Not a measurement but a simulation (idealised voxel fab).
You're looking at the process module voxel wiring stack.
For reference, the cross-section in this document is cut, with width 265 nm and square cells of 5 nm.
Cross-section spec: square-cell grid; bands listed top down; each band is one or more rows.
Top, bottom (nm), then materials left to right with widths (nm); lone material tagged "all across" fills the whole band edge to edge; "blank" = empty space.
Height datum 0, below which the as-received substrate wafer is one material. Lowest band open at the bottom, running downward: "z 0 and below".
Graded width ("30 to 40"): value in top row of band = first number; value in bottom row = second number; row-to-row change constant.
Basically "remained unchanged" means that step didn't change any cell in the cross-section.
What "Closed cavity list" gives you is every empty space of 8 cells or more that is cut off from the top. Each appears as width x height at distance, with the distance taken from the left edge and width, height and distance all in nm.
If you see something after the settings on a step's line, that's the simulator's own remark about that step.
The "overlay nm" setting may appear on a step's line; for a step that uses a mask, it gives how far to the right of its planned position the mask lay, and a negative value indicates the left.
Reading guide: pairs of cross-sections, before and after one process step; after view cut off at lowest changed band; step and settings listed under each pair. Pairs may stem from different runs of this module on the same starting wafer; continuity with the pair above only where the "Snapshot before" entry states it.

SNAPSHOT BEFORE
- z 85 to 80 | TiN 90  blank 10  TiN 25  blank 10  TiN 25  blank 10  TiN 95
- z 80 to 55 | SiO2 85  TiN 5  blank 10  TiN 5  SiO2 15  TiN 5  blank 10  TiN 5  SiO2 15  TiN 5  blank 10  TiN 5  SiO2 90
- z 55 to 50 | SiO2 85  TiN 5  blank 5  TiN 10  SiO2 15  TiN 20  SiO2 15  TiN 5  blank 5  TiN 10  SiO2 90
- z 50 to 45 | SiCN 85  TiN 15  SiCN 55  TiN 15  SiCN 95
- z 45 to 20 | lowk 80  SiCN 5  Ru 20  SiCN 5  lowk 5  SiCN 5  Ru 20  SiCN 5  lowk 5  SiCN 5  Ru 20  SiCN 5  lowk 85
- z 20 to 15 | SiCN 85  TiN 20  SiCN 15  TiN 20  SiCN 15  TiN 20  SiCN 90
- z 15 to 0 | SiO2 all across
- z 0 and below | Si all across
- Closed cavity list: none

SECTIONAL RESULT
- z 95 to 85 | Ru all across
- z 85 to 80 | TiN 90  Ru 10  TiN 25  Ru 10  TiN 25  Ru 10  TiN 95
- z 80 to 55 | SiO2 85  TiN 5  Ru 10  TiN 5  SiO2 15  TiN 5  Ru 10  TiN 5  SiO2 15  TiN 5  Ru 10  TiN 5  SiO2 90
- z 55 to 50 | SiO2 85  TiN 5  Ru 5  TiN 10  SiO2 15  TiN 20  SiO2 15  TiN 5  Ru 5  TiN 10  SiO2 90
- Below 50, the layers are the same as they were.
- Closed cavity list: none
The before and after cross-sections above differ by one step: op FILL_DEP | material Ru | thk nm 10

Snapshot before: For the state before this step, see the after cross-section of the pair located directly above.

SECTIONAL RESULT
- z 80 to 55 | SiO2 85  TiN 5  Ru 10  TiN 5  SiO2 15  TiN 5  Ru 10  TiN 5  SiO2 15  TiN 5  Ru 10  TiN 5  SiO2 90
- Below 55, the layers are the same as they were.
- Closed cavity list: none
The before and after cross-sections above differ by one step: op CMP | height nm 80

Snapshot before: For the state before this step, see the after cross-section of the pair located directly above.

SECTIONAL RESULT
- z 85 to 80 | SiCN all across
- Below 80, the layers are the same as they were.
- Closed cavity list: none
The before and after cross-sections above differ by one step: op CONFORMAL_DEP | material SiCN | thk nm 5

Snapshot before: For the state before this step, see the after cross-section of the pair located directly above.

SECTIONAL RESULT
- z 100 to 85 | lowk all across
- Below 85, the layers are the same as they were.
- Closed cavity list: none
The before and after cross-sections above differ by one step: op DIRECTIONAL_DEP | material lowk | thk nm 15

Snapshot before: For the state before this step, see the after cross-section of the pair located directly above.

SECTIONAL RESULT
- z 100 to 85 | lowk 85  blank 15  lowk 20  blank 15  lowk 20  blank 15  lowk 95
- Below 85, the layers are the same as they were.
- Closed cavity list: none
The before and after cross-sections above differ by one step: op MASKED_ETCH | tone open | mask id PLUG_2 | width nm 15 | pitch nm 35 | etch materials lowk | depth nm 15 | overlay nm 0

Snapshot before: For the state before this step, see the after cross-section of the pair located directly above.

SECTIONAL RESULT
- z 100 to 85 | lowk 85  blank 15  lowk 20  blank 15  lowk 20  blank 15  lowk 95
- z 85 to 80 | SiCN 85  blank 15  SiCN 20  blank 15  SiCN 20  blank 15  SiCN 95
- Below 80, the layers are the same as they were.
- Closed cavity list: none
The before and after cross-sections above differ by one step: op MASKED_ETCH | tone open | mask id PLUG_2 | width nm 15 | pitch nm 35 | etch materials SiCN | depth nm 5 | overlay nm 0

Snapshot before: For the state before this step, see the after cross-section of the pair located directly above.

SECTIONAL RESULT
- z 105 to 100 | TiN 90  blank 5  TiN 30  blank 5  TiN 30  blank 5  TiN 100
- z 100 to 85 | lowk 85  TiN 5  blank 5  TiN 5  lowk 20  TiN 5  blank 5  TiN 5  lowk 20  TiN 5  blank 5  TiN 5  lowk 95
- z 85 to 80 | SiCN 85  TiN 15  SiCN 20  TiN 15  SiCN 20  TiN 15  SiCN 95
- Below 80, the layers are the same as they were.
- Closed cavity list: none
The before and after cross-sections above differ by one step: op CONFORMAL_DEP | material TiN | thk nm 5

Snapshot before: For the state before this step, see the after cross-section of the pair located directly above.

SECTIONAL RESULT
- z 115 to 105 | Cu all across
- z 105 to 100 | TiN 90  Cu 5  TiN 30  Cu 5  TiN 30  Cu 5  TiN 100
- z 100 to 85 | lowk 85  TiN 5  Cu 5  TiN 5  lowk 20  TiN 5  Cu 5  TiN 5  lowk 20  TiN 5  Cu 5  TiN 5  lowk 95
- Below 85, the layers are the same as they were.
- Closed cavity list: none
The before and after cross-sections above differ by one step: op FILL_DEP | material Cu | thk nm 10

Snapshot before: For the state before this step, see the after cross-section of the pair located directly above.

SECTIONAL RESULT
- z 100 to 85 | lowk 85  TiN 5  Cu 5  TiN 5  lowk 20  TiN 5  Cu 5  TiN 5  lowk 20  TiN 5  Cu 5  TiN 5  lowk 95
- Below 85, the layers are the same as they were.
- Closed cavity list: none
The before and after cross-sections above differ by one step: op CMP | height nm 100

Snapshot before: For the state before this step, see the after cross-section of the pair located directly above.

SECTIONAL RESULT
- z 105 to 100 | TiN all across
- Below 100, the layers are the same as they were.
- Closed cavity list: none
The before and after cross-sections above differ by one step: op DIRECTIONAL_DEP | material TiN | thk nm 5

Snapshot before: For the state before this step, see the after cross-section of the pair located directly above.

SECTIONAL RESULT
- z 120 to 105 | W all across
- Below 105, the layers are the same as they were.
- Closed cavity list: none
The before and after cross-sections above differ by one step: op DIRECTIONAL_DEP | material W | thk nm 15

Snapshot before: For the state before this step, see the after cross-section of the pair located directly above.

SECTIONAL RESULT
- z 135 to 120 | aC all across
- Below 120, the layers are the same as they were.
- Closed cavity list: none
The before and after cross-sections above differ by one step: op DIRECTIONAL_DEP | material aC | thk nm 15

Snapshot before: For the state before this step, see the after cross-section of the pair located directly above.

SECTIONAL RESULT
- z 170 to 135 | blank 85  resist 20  blank 15  resist 20  blank 15  resist 20  blank 90
- Below 135, the layers are the same as they were.
- Closed cavity list: none
The before and after cross-sections above differ by one step: op PATTERN | tone cover | mask id METAL_3 | material resist | width nm 20 | pitch nm 35 | thk nm 35 | overlay nm 0

Snapshot before: For the state before this step, see the after cross-section of the pair located directly above.

SECTIONAL RESULT
- z 155 to 135 | blank 85  resist 20  blank 15  resist 20  blank 15  resist 20  blank 90
- z 135 to 120 | blank 85  aC 20  blank 15  aC 20  blank 15  aC 20  blank 90
- Below 120, the layers are the same as they were.
- Closed cavity list: none
The before and after cross-sections above differ by one step: op DIRECTIONAL_ETCH | etch materials aC | depth nm 15

Snapshot before: For the state before this step, see the after cross-section of the pair located directly above.

SECTIONAL RESULT
- z 135 to 120 | blank 85  aC 20  blank 15  aC 20  blank 15  aC 20  blank 90
- Below 120, the layers are the same as they were.
- Closed cavity list: none
The before and after cross-sections above differ by one step: op STRIP | etch materials resist

Snapshot before: For the state before this step, see the after cross-section of the pair located directly above.

SECTIONAL RESULT
- z 135 to 120 | blank 85  aC 20  blank 15  aC 20  blank 15  aC 20  blank 90
- z 120 to 105 | blank 85  W 20  blank 15  W 20  blank 15  W 20  blank 90
- Below 105, the layers are the same as they were.
- Closed cavity list: none
The before and after cross-sections above differ by one step: op DIRECTIONAL_ETCH | etch materials W | depth nm 15

Snapshot before: For the state before this step, see the after cross-section of the pair located directly above.

SECTIONAL RESULT
- z 135 to 120 | blank 85  aC 20  blank 15  aC 20  blank 15  aC 20  blank 90
- z 120 to 105 | blank 85  W 20  blank 15  W 20  blank 15  W 20  blank 90
- z 105 to 100 | blank 85  TiN 20  blank 15  TiN 20  blank 15  TiN 20  blank 90
- Below 100, the layers are the same as they were.
- Closed cavity list: none
The before and after cross-sections above differ by one step: op DIRECTIONAL_ETCH | etch materials TiN | depth nm 5

Snapshot before: For the state before this step, see the after cross-section of the pair located directly above.

SECTIONAL RESULT
- z 120 to 105 | blank 85  W 20  blank 15  W 20  blank 15  W 20  blank 90
- Below 105, the layers are the same as they were.
- Closed cavity list: none
The before and after cross-sections above differ by one step: op STRIP | etch materials aC

Snapshot before: For the state before this step, see the after cross-section of the pair located directly above.

SECTIONAL RESULT
- z 125 to 120 | blank 80  SiCN 30  blank 5  SiCN 30  blank 5  SiCN 30  blank 85
- z 120 to 105 | blank 80  SiCN 5  W 20  SiCN 5  blank 5  SiCN 5  W 20  SiCN 5  blank 5  SiCN 5  W 20  SiCN 5  blank 85
- z 105 to 100 | SiCN 85  TiN 20  SiCN 15  TiN 20  SiCN 15  TiN 20  SiCN 90
- Below 100, the layers are the same as they were.
- Closed cavity list: none
The before and after cross-sections above differ by one step: op CONFORMAL_DEP | material SiCN | thk nm 5

Snapshot before: For the state before this step, see the after cross-section of the pair located directly above.

SECTIONAL RESULT
- z 135 to 125 | SiO2 all across
- z 125 to 120 | SiO2 80  SiCN 30  SiO2 5  SiCN 30  SiO2 5  SiCN 30  SiO2 85
- z 120 to 105 | SiO2 80  SiCN 5  W 20  SiCN 5  SiO2 5  SiCN 5  W 20  SiCN 5  SiO2 5  SiCN 5  W 20  SiCN 5  SiO2 85
- Below 105, the layers are the same as they were.
- Closed cavity list: none
The before and after cross-sections above differ by one step: op FILL_DEP | material SiO2 | thk nm 10

Snapshot before: For the state before this step, see the after cross-section of the pair located directly above.

SECTIONAL RESULT
- z 120 to 105 | SiO2 80  SiCN 5  W 20  SiCN 5  SiO2 5  SiCN 5  W 20  SiCN 5  SiO2 5  SiCN 5  W 20  SiCN 5  SiO2 85
- Below 105, the layers are the same as they were.
- Closed cavity list: none
The before and after cross-sections above differ by one step: op CMP | height nm 120

Snapshot before: For the state before this step, see the after cross-section of the pair located directly above.

SECTIONAL RESULT
- z 125 to 120 | SiN all across
- Below 120, the layers are the same as they were.
- Closed cavity list: none
The before and after cross-sections above differ by one step: op CONFORMAL_DEP | material SiN | thk nm 5

SNAPSHOT BEFORE
- z 80 to 70 | SiO2 85  TiN 5  Ru 10  TiN 5  SiO2 15  TiN 5  Ru 10  TiN 5  SiO2 15  TiN 5  Ru 10  TiN 5  SiO2 90
- z 70 to 65 | SiO2 85  TiN 5  Ru 5  TiN 10  SiO2 15  TiN 20  SiO2 15  TiN 5  Ru 5  TiN 10  SiO2 90
- z 65 to 50 | SiO2 85  TiN 5  Ru 5  TiN 5  SiO2 55  TiN 5  Ru 5  TiN 5  SiO2 95
- z 50 to 45 | SiCN 85  TiN 15  SiCN 55  TiN 15  SiCN 95
- z 45 to 20 | lowk 80  SiCN 5  Ru 20  SiCN 5  lowk 5  SiCN 5  Ru 20  SiCN 5  lowk 5  SiCN 5  Ru 20  SiCN 5  lowk 85
- z 20 to 15 | SiCN 85  TiN 20  SiCN 15  TiN 20  SiCN 15  TiN 20  SiCN 90
- z 15 to 0 | SiO2 all across
- z 0 and below | Si all across
- Closed cavity list: none

SECTIONAL RESULT
- z 95 to 80 | lowk all across
- Below 80, the layers are the same as they were.
- Closed cavity list: none
The before and after cross-sections above differ by one step: op DIRECTIONAL_DEP | material lowk | thk nm 15

Snapshot before: For the state before this step, see the after cross-section of the pair located directly above.

SECTIONAL RESULT
- z 100 to 95 | SiCN all across
- Below 95, the layers are the same as they were.
- Closed cavity list: none
The before and after cross-sections above differ by one step: op CONFORMAL_DEP | material SiCN | thk nm 5

Snapshot before: For the state before this step, see the after cross-section of the pair located directly above.

SECTIONAL RESULT
- z 100 to 95 | SiCN 85  blank 15  SiCN 20  blank 15  SiCN 20  blank 15  SiCN 95
- Below 95, the layers are the same as they were.
- Closed cavity list: none
The before and after cross-sections above differ by one step: op MASKED_ETCH | tone open | mask id PLUG_2 | width nm 15 | pitch nm 35 | etch materials SiCN | depth nm 5 | overlay nm 0

Snapshot before: For the state before this step, see the after cross-section of the pair located directly above.

SECTIONAL RESULT
- z 105 to 100 | TiN 90  blank 5  TiN 30  blank 5  TiN 30  blank 5  TiN 100
- z 100 to 95 | SiCN 85  TiN 15  SiCN 20  TiN 15  SiCN 20  TiN 15  SiCN 95
- Below 95, the layers are the same as they were.
- Closed cavity list: none
The before and after cross-sections above differ by one step: op CONFORMAL_DEP | material TiN | thk nm 5

Snapshot before: For the state before this step, see the after cross-section of the pair located directly above.

SECTIONAL RESULT
- z 115 to 105 | Cu all across
- z 105 to 100 | TiN 90  Cu 5  TiN 30  Cu 5  TiN 30  Cu 5  TiN 100
- Below 100, the layers are the same as they were.
- Closed cavity list: none
The before and after cross-sections above differ by one step: op FILL_DEP | material Cu | thk nm 10

Snapshot before: For the state before this step, see the after cross-section of the pair located directly above.

SECTIONAL RESULT
- z 100 to 95 | SiCN 85  TiN 15  SiCN 20  TiN 15  SiCN 20  TiN 15  SiCN 95
- Below 95, the layers are the same as they were.
- Closed cavity list: none
The before and after cross-sections above differ by one step: op CMP | height nm 100

Snapshot before: For the state before this step, see the after cross-section of the pair located directly above.

SECTIONAL RESULT
- z 105 to 100 | TiN all across
- Below 100, the layers are the same as they were.
- Closed cavity list: none
The before and after cross-sections above differ by one step: op DIRECTIONAL_DEP | material TiN | thk nm 5

Snapshot before: For the state before this step, see the after cross-section of the pair located directly above.

SECTIONAL RESULT
- z 120 to 105 | W all across
- Below 105, the layers are the same as they were.
- Closed cavity list: none
The before and after cross-sections above differ by one step: op DIRECTIONAL_DEP | material W | thk nm 15

Snapshot before: For the state before this step, see the after cross-section of the pair located directly above.

SECTIONAL RESULT
- z 135 to 120 | aC all across
- Below 120, the layers are the same as they were.
- Closed cavity list: none
The before and after cross-sections above differ by one step: op DIRECTIONAL_DEP | material aC | thk nm 15

Snapshot before: For the state before this step, see the after cross-section of the pair located directly above.

SECTIONAL RESULT
- z 170 to 135 | blank 85  resist 20  blank 15  resist 20  blank 15  resist 20  blank 90
- Below 135, the layers are the same as they were.
- Closed cavity list: none
The before and after cross-sections above differ by one step: op PATTERN | tone cover | mask id METAL_3 | material resist | width nm 20 | pitch nm 35 | thk nm 35 | overlay nm 0

Snapshot before: For the state before this step, see the after cross-section of the pair located directly above.

SECTIONAL RESULT
- z 155 to 135 | blank 85  resist 20  blank 15  resist 20  blank 15  resist 20  blank 90
- z 135 to 120 | blank 85  aC 20  blank 15  aC 20  blank 15  aC 20  blank 90
- Below 120, the layers are the same as they were.
- Closed cavity list: none
The before and after cross-sections above differ by one step: op DIRECTIONAL_ETCH | etch materials aC | depth nm 15

Snapshot before: For the state before this step, see the after cross-section of the pair located directly above.

SECTIONAL RESULT
- z 135 to 120 | blank 85  aC 20  blank 15  aC 20  blank 15  aC 20  blank 90
- Below 120, the layers are the same as they were.
- Closed cavity list: none
The before and after cross-sections above differ by one step: op STRIP | etch materials resist

Snapshot before: For the state before this step, see the after cross-section of the pair located directly above.

SECTIONAL RESULT
- z 135 to 120 | blank 85  aC 20  blank 15  aC 20  blank 15  aC 20  blank 90
- z 120 to 105 | blank 85  W 20  blank 15  W 20  blank 15  W 20  blank 90
- Below 105, the layers are the same as they were.
- Closed cavity list: none
The before and after cross-sections above differ by one step: op DIRECTIONAL_ETCH | etch materials W | depth nm 15

Snapshot before: For the state before this step, see the after cross-section of the pair located directly above.

SECTIONAL RESULT
- z 135 to 120 | blank 85  aC 20  blank 15  aC 20  blank 15  aC 20  blank 90
- z 120 to 105 | blank 85  W 20  blank 15  W 20  blank 15  W 20  blank 90
- z 105 to 100 | blank 85  TiN 20  blank 15  TiN 20  blank 15  TiN 20  blank 90
- Below 100, the layers are the same as they were.
- Closed cavity list: none
The before and after cross-sections above differ by one step: op DIRECTIONAL_ETCH | etch materials TiN | depth nm 5

Snapshot before: For the state before this step, see the after cross-section of the pair located directly above.

SECTIONAL RESULT
- z 120 to 105 | blank 85  W 20  blank 15  W 20  blank 15  W 20  blank 90
- Below 105, the layers are the same as they were.
- Closed cavity list: none
The before and after cross-sections above differ by one step: op STRIP | etch materials aC

Snapshot before: For the state before this step, see the after cross-section of the pair located directly above.

SECTIONAL RESULT
- z 125 to 120 | blank 80  SiCN 30  blank 5  SiCN 30  blank 5  SiCN 30  blank 85
- z 120 to 105 | blank 80  SiCN 5  W 20  SiCN 5  blank 5  SiCN 5  W 20  SiCN 5  blank 5  SiCN 5  W 20  SiCN 5  blank 85
- z 105 to 95 | SiCN 85  TiN 20 to 15  SiCN 15 to 20  TiN 20 to 15  SiCN 15 to 20  TiN 20 to 15  SiCN 90 to 95
- Below 95, the layers are the same as they were.
- Closed cavity list: none
The before and after cross-sections above differ by one step: op CONFORMAL_DEP | material SiCN | thk nm 5

Snapshot before: For the state before this step, see the after cross-section of the pair located directly above.

SECTIONAL RESULT
- z 135 to 125 | SiO2 all across
- z 125 to 120 | SiO2 80  SiCN 30  SiO2 5  SiCN 30  SiO2 5  SiCN 30  SiO2 85
- z 120 to 105 | SiO2 80  SiCN 5  W 20  SiCN 5  SiO2 5  SiCN 5  W 20  SiCN 5  SiO2 5  SiCN 5  W 20  SiCN 5  SiO2 85
- Below 105, the layers are the same as they were.
- Closed cavity list: none
The before and after cross-sections above differ by one step: op FILL_DEP | material SiO2 | thk nm 10

Snapshot before: For the state before this step, see the after cross-section of the pair located directly above.

SECTIONAL RESULT
- z 120 to 105 | SiO2 80  SiCN 5  W 20  SiCN 5  SiO2 5  SiCN 5  W 20  SiCN 5  SiO2 5  SiCN 5  W 20  SiCN 5  SiO2 85
- Below 105, the layers are the same as they were.
- Closed cavity list: none
The before and after cross-sections above differ by one step: op CMP | height nm 120

Snapshot before: For the state before this step, see the after cross-section of the pair located directly above.

SECTIONAL RESULT
- z 125 to 120 | SiN all across
- Below 120, the layers are the same as they were.
- Closed cavity list: none
The before and after cross-sections above differ by one step: op CONFORMAL_DEP | material SiN | thk nm 5

SNAPSHOT BEFORE
- z 0 and below | Si all across
- Closed cavity list: none

SECTIONAL RESULT
- z 25 to 0 | SiO2 all across
- Below 0, the layers are the same as they were.
- Closed cavity list: none
The before and after cross-sections above differ by one step: op CONFORMAL_DEP | material SiO2 | thk nm 25

Snapshot before: For the state before this step, see the after cross-section of the pair located directly above.

SECTIONAL RESULT
- z 30 to 25 | TiN all across
- Below 25, the layers are the same as they were.
- Closed cavity list: none
The before and after cross-sections above differ by one step: op DIRECTIONAL_DEP | material TiN | thk nm 5

Snapshot before: For the state before this step, see the after cross-section of the pair located directly above.

SECTIONAL RESULT
- z 55 to 30 | Ru all across
- Below 30, the layers are the same as they were.
- Closed cavity list: none
The before and after cross-sections above differ by one step: op DIRECTIONAL_DEP | material Ru | thk nm 25

Snapshot before: For the state before this step, see the after cross-section of the pair located directly above.

SECTIONAL RESULT
- z 55 to 30 | blank 85  Ru 20  blank 15  Ru 20  blank 15  Ru 20  blank 90
- Below 30, the layers are the same as they were.
- Closed cavity list: none
The before and after cross-sections above differ by one step: op MASKED_ETCH | tone cover | mask id METAL_1 | width nm 20 | pitch nm 35 | etch materials Ru | depth nm 25 | overlay nm 0

Snapshot before: For the state before this step, see the after cross-section of the pair located directly above.

SECTIONAL RESULT
- z 55 to 30 | blank 85  Ru 20  blank 15  Ru 20  blank 15  Ru 20  blank 90
- z 30 to 25 | blank 85  TiN 20  blank 15  TiN 20  blank 15  TiN 20  blank 90
- Below 25, the layers are the same as they were.
- Closed cavity list: none
The before and after cross-sections above differ by one step: op MASKED_ETCH | tone cover | mask id METAL_1 | width nm 20 | pitch nm 35 | etch materials TiN | depth nm 5 | overlay nm 0

Snapshot before: For the state before this step, see the after cross-section of the pair located directly above.

SECTIONAL RESULT
- z 60 to 55 | blank 80  SiCN 30  blank 5  SiCN 30  blank 5  SiCN 30  blank 85
- z 55 to 30 | blank 80  SiCN 5  Ru 20  SiCN 5  blank 5  SiCN 5  Ru 20  SiCN 5  blank 5  SiCN 5  Ru 20  SiCN 5  blank 85
- z 30 to 25 | SiCN 85  TiN 20  SiCN 15  TiN 20  SiCN 15  TiN 20  SiCN 90
- Below 25, the layers are the same as they were.
- Closed cavity list: none
The before and after cross-sections above differ by one step: op CONFORMAL_DEP | material SiCN | thk nm 5

Snapshot before: For the state before this step, see the after cross-section of the pair located directly above.

SECTIONAL RESULT
- z 65 to 60 | lowk all across
- z 60 to 55 | lowk 80  SiCN 30  lowk 5  SiCN 30  lowk 5  SiCN 30  lowk 85
- z 55 to 30 | lowk 80  SiCN 5  Ru 20  SiCN 5  lowk 5  SiCN 5  Ru 20  SiCN 5  lowk 5  SiCN 5  Ru 20  SiCN 5  lowk 85
- Below 30, the layers are the same as they were.
- Closed cavity list: none
The before and after cross-sections above differ by one step: op FILL_DEP | material lowk | thk nm 5

Snapshot before: For the state before this step, see the after cross-section of the pair located directly above.

SECTIONAL RESULT
- z 45 to 30 | lowk 80  SiCN 5  Ru 20  SiCN 5  lowk 5  SiCN 5  Ru 20  SiCN 5  lowk 5  SiCN 5  Ru 20  SiCN 5  lowk 85
- Below 30, the layers are the same as they were.
- Closed cavity list: none
The before and after cross-sections above differ by one step: op CMP | height nm 45

Snapshot before: For the state before this step, see the after cross-section of the pair located directly above.

SECTIONAL RESULT
- z 50 to 45 | SiCN all across
- Below 45, the layers are the same as they were.
- Closed cavity list: none
The before and after cross-sections above differ by one step: op CONFORMAL_DEP | material SiCN | thk nm 5

Snapshot before: For the state before this step, see the after cross-section of the pair located directly above.

SECTIONAL RESULT
- z 80 to 50 | SiO2 all across
- Below 50, the layers are the same as they were.
- Closed cavity list: none
The before and after cross-sections above differ by one step: op DIRECTIONAL_DEP | material SiO2 | thk nm 30

Snapshot before: For the state before this step, see the after cross-section of the pair located directly above.

SECTIONAL RESULT
- z 80 to 65 | SiO2 85  blank 20  SiO2 15  blank 20  SiO2 15  blank 20  SiO2 90
- Below 65, the layers are the same as they were.
- Closed cavity list: none
The before and after cross-sections above differ by one step: op MASKED_ETCH | tone open | mask id METAL_2 | width nm 20 | pitch nm 35 | etch materials SiO2 | depth nm 15 | overlay nm 0

Snapshot before: For the state before this step, see the after cross-section of the pair located directly above.

SECTIONAL RESULT
- z 90 to 80 | aC 85  blank 20  aC 15  blank 20  aC 15  blank 20  aC 90
- z 80 to 75 | SiO2 85  blank 20  SiO2 15  blank 20  SiO2 15  blank 20  SiO2 90
- z 75 to 65 | SiO2 85  aC 20  SiO2 15  aC 20  SiO2 15  aC 20  SiO2 90
- Below 65, the layers are the same as they were.
- Closed cavity list: none
The before and after cross-sections above differ by one step: op DIRECTIONAL_DEP | material aC | thk nm 10

Snapshot before: For the state before this step, see the after cross-section of the pair located directly above.

SECTIONAL RESULT
- z 115 to 90 | resist 85  blank 15  resist 55  blank 15  resist 95
- z 90 to 80 | aC 85  blank 15  resist 5  aC 15  resist 20  aC 15  blank 15  resist 5  aC 90
- z 80 to 75 | SiO2 85  blank 15  resist 5  SiO2 15  resist 20  SiO2 15  blank 15  resist 5  SiO2 90
- Below 75, the layers are the same as they were.
- Closed cavity list: none
The before and after cross-sections above differ by one step: op PATTERN | tone open | mask id METAL_2_HOLES | material resist | width nm 15 | pitch nm 70 | thk nm 25 | overlay nm 0

Snapshot before: For the state before this step, see the after cross-section of the pair located directly above.

SECTIONAL RESULT
- z 105 to 90 | resist 85  blank 15  resist 55  blank 15  resist 95
- z 90 to 80 | aC 85  blank 15  resist 5  aC 15  resist 20  aC 15  blank 15  resist 5  aC 90
- z 80 to 75 | SiO2 85  blank 15  resist 5  SiO2 15  resist 20  SiO2 15  blank 15  resist 5  SiO2 90
- z 75 to 65 | SiO2 85  blank 15  aC 5  SiO2 15  aC 20  SiO2 15  blank 15  aC 5  SiO2 90
- Below 65, the layers are the same as they were.
- Closed cavity list: none
The before and after cross-sections above differ by one step: op DIRECTIONAL_ETCH | etch materials aC | depth nm 10

Snapshot before: For the state before this step, see the after cross-section of the pair located directly above.

SECTIONAL RESULT
- z 90 to 80 | aC 85  blank 20  aC 15  blank 20  aC 15  blank 20  aC 90
- z 80 to 75 | SiO2 85  blank 20  SiO2 15  blank 20  SiO2 15  blank 20  SiO2 90
- Below 75, the layers are the same as they were.
- Closed cavity list: none
The before and after cross-sections above differ by one step: op STRIP | etch materials resist

Snapshot before: For the state before this step, see the after cross-section of the pair located directly above.

SECTIONAL RESULT
- z 90 to 80 | aC 85  blank 20  aC 15  blank 20  aC 15  blank 20  aC 90
- z 80 to 75 | SiO2 85  blank 20  SiO2 15  blank 20  SiO2 15  blank 20  SiO2 90
- z 75 to 65 | SiO2 85  blank 15  aC 5  SiO2 15  aC 20  SiO2 15  blank 15  aC 5  SiO2 90
- z 65 to 50 | SiO2 85  blank 15  SiO2 55  blank 15  SiO2 95
- Below 50, the layers are the same as they were.
- Closed cavity list: none
The before and after cross-sections above differ by one step: op DIRECTIONAL_ETCH | etch materials SiO2 | depth nm 15

Snapshot before: For the state before this step, see the after cross-section of the pair located directly above.

SECTIONAL RESULT
- z 90 to 80 | aC 85  blank 20  aC 15  blank 20  aC 15  blank 20  aC 90
- z 80 to 75 | SiO2 85  blank 20  SiO2 15  blank 20  SiO2 15  blank 20  SiO2 90
- z 75 to 65 | SiO2 85  blank 15  aC 5  SiO2 15  aC 20  SiO2 15  blank 15  aC 5  SiO2 90
- z 65 to 50 | SiO2 85  blank 15  SiO2 55  blank 15  SiO2 95
- z 50 to 45 | SiCN 85  blank 15  SiCN 55  blank 15  SiCN 95
- Below 45, the layers are the same as they were.
- Closed cavity list: none
The before and after cross-sections above differ by one step: op DIRECTIONAL_ETCH | etch materials SiCN | depth nm 5

Snapshot before: For the state before this step, see the after cross-section of the pair located directly above.

SECTIONAL RESULT
- z 80 to 65 | SiO2 85  blank 20  SiO2 15  blank 20  SiO2 15  blank 20  SiO2 90
- Below 65, the layers are the same as they were.
- Closed cavity list: none
The before and after cross-sections above differ by one step: op STRIP | etch materials aC

Snapshot before: For the state before this step, see the after cross-section of the pair located directly above.

SECTIONAL RESULT
- z 85 to 80 | TiN 90  blank 10  TiN 25  blank 10  TiN 25  blank 10  TiN 95
- z 80 to 70 | SiO2 85  TiN 5  blank 10  TiN 5  SiO2 15  TiN 5  blank 10  TiN 5  SiO2 15  TiN 5  blank 10  TiN 5  SiO2 90
- z 70 to 65 | SiO2 85  TiN 5  blank 5  TiN 10  SiO2 15  TiN 20  SiO2 15  TiN 5  blank 5  TiN 10  SiO2 90
- z 65 to 50 | SiO2 85  TiN 5  blank 5  TiN 5  SiO2 55  TiN 5  blank 5  TiN 5  SiO2 95
- z 50 to 45 | SiCN 85  TiN 15  SiCN 55  TiN 15  SiCN 95
- Below 45, the layers are the same as they were.
- Closed cavity list: none
The before and after cross-sections above differ by one step: op CONFORMAL_DEP | material TiN | thk nm 5

Snapshot before: For the state before this step, see the after cross-section of the pair located directly above.

SECTIONAL RESULT
- z 95 to 85 | Ru all across
- z 85 to 80 | TiN 90  Ru 10  TiN 25  Ru 10  TiN 25  Ru 10  TiN 95
- z 80 to 70 | SiO2 85  TiN 5  Ru 10  TiN 5  SiO2 15  TiN 5  Ru 10  TiN 5  SiO2 15  TiN 5  Ru 10  TiN 5  SiO2 90
- z 70 to 65 | SiO2 85  TiN 5  Ru 5  TiN 10  SiO2 15  TiN 20  SiO2 15  TiN 5  Ru 5  TiN 10  SiO2 90
- z 65 to 50 | SiO2 85  TiN 5  Ru 5  TiN 5  SiO2 55  TiN 5  Ru 5  TiN 5  SiO2 95
- Below 50, the layers are the same as they were.
- Closed cavity list: none
The before and after cross-sections above differ by one step: op FILL_DEP | material Ru | thk nm 10

Snapshot before: For the state before this step, see the after cross-section of the pair located directly above.

SECTIONAL RESULT
- z 80 to 70 | SiO2 85  TiN 5  Ru 10  TiN 5  SiO2 15  TiN 5  Ru 10  TiN 5  SiO2 15  TiN 5  Ru 10  TiN 5  SiO2 90
- Below 70, the layers are the same as they were.
- Closed cavity list: none
The before and after cross-sections above differ by one step: op CMP | height nm 80

Snapshot before: For the state before this step, see the after cross-section of the pair located directly above.

SECTIONAL RESULT
- z 85 to 80 | SiCN all across
- Below 80, the layers are the same as they were.
- Closed cavity list: none
The before and after cross-sections above differ by one step: op CONFORMAL_DEP | material SiCN | thk nm 5

Snapshot before: For the state before this step, see the after cross-section of the pair located directly above.

SECTIONAL RESULT
- z 100 to 85 | lowk all across
- Below 85, the layers are the same as they were.
- Closed cavity list: none
The before and after cross-sections above differ by one step: op DIRECTIONAL_DEP | material lowk | thk nm 15

Snapshot before: For the state before this step, see the after cross-section of the pair located directly above.

SECTIONAL RESULT
- z 100 to 85 | lowk 85  blank 15  lowk 20  blank 15  lowk 20  blank 15  lowk 95
- Below 85, the layers are the same as they were.
- Closed cavity list: none
The before and after cross-sections above differ by one step: op MASKED_ETCH | tone open | mask id PLUG_2 | width nm 15 | pitch nm 35 | etch materials lowk | depth nm 15 | overlay nm 0

Snapshot before: For the state before this step, see the after cross-section of the pair located directly above.

SECTIONAL RESULT
- z 100 to 85 | lowk 85  blank 15  lowk 20  blank 15  lowk 20  blank 15  lowk 95
- z 85 to 80 | SiCN 85  blank 15  SiCN 20  blank 15  SiCN 20  blank 15  SiCN 95
- Below 80, the layers are the same as they were.
- Closed cavity list: none
The before and after cross-sections above differ by one step: op MASKED_ETCH | tone open | mask id PLUG_2 | width nm 15 | pitch nm 35 | etch materials SiCN | depth nm 5 | overlay nm 0
